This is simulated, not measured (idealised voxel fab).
Process module in this document: voxel quadruple lines
FYI the section here is cut, 185 nm wide, cells are 5 nm squares.
In this document a cross-section is written as a grid of square cells. It is given as a series of bands, listed from the top down, and a band is one or more rows of cells. In this notation a band is specified by the heights of its top and bottom, in that order and in nm, after which its materials appear from left to right, each paired with its width in nm. The word "throughout" attached to a single material means that material fills the band from edge to edge; the word "blank" stands for empty space. For the purposes of this specification, 0 denotes the height below which the wafer in its as-received condition is composed wholly of one material, and the lowermost band, lacking a lower limit, extends downward without end, as expressed in "from 0 down". So if you see something like "30 to 40" for the width, read it as the top row of the band sitting at the first number and the bottom row at the second, with every row in between moving by the same amount as the last. "no modification" (step): cross-section cells unchanged, all of them. In the "Closed void register" entry, you get each enclosed empty space of 8 cells or more, one with no open way to the top, written width x height at distance, distance from the left edge, in nm. Heads up: the bit after the settings on a step's line is the simulator's remark on that step. Each step line may optionally specify "overlay nm", which for a step with a mask gives the rightward distance between the mask's planned place and where it lay, a negative value indicating the leftward direction.
### Steps in the process plan
1,RECEIVE, material Si
2,CONFORMAL_DEP, material SiO2, thk nm 5
3,DIRECTIONAL_DEP, material W, thk nm 10
4,DIRECTIONAL_DEP, material polySi, thk nm 20
5,DIRECTIONAL_DEP, material aC, thk nm 25
6,PATTERN, tone cover, mask id MANDREL, material resist, width nm 35, thk nm 35, overlay nm 0
7,DIRECTIONAL_ETCH, etch materials aC, depth nm 25
8,STRIP, etch materials resist
9,CONFORMAL_DEP, material SiO2, thk nm 15
10,DIRECTIONAL_ETCH, etch materials SiO2, depth nm 15
11,STRIP, etch materials aC
12,DIRECTIONAL_ETCH, etch materials polySi, depth nm 20
13,STRIP, etch materials SiO2
14,CONFORMAL_DEP, material SiN, thk nm 10
15,DIRECTIONAL_ETCH, etch materials SiN, depth nm 10
16,STRIP, etch materials polySi
17,DIRECTIONAL_ETCH, etch materials W, depth nm 10
18,STRIP, etch materials SiN
19,FILL_DEP, material SiO2, thk nm 5
20,CMP, height nm 15
### Received-state cross-section, reflecting completion of step 1
	from 0 down | Si throughout
	Closed void register: none
### Post-module cross-section: identical start and plan to those above, one misstep in execution
	from 15 to 10 | SiO2 throughout
	from 10 to 0 | 50 nm SiO2 | 10 nm W | 15 nm SiO2 | 10 nm W | 15 nm SiO2 | 10 nm W | 15 nm SiO2 | 10 nm W | 50 nm SiO2
	from 0 down | Si throughout
	Closed void register: none
Short version of what went wrong: step 2 of the plan did not run at all; it was left out
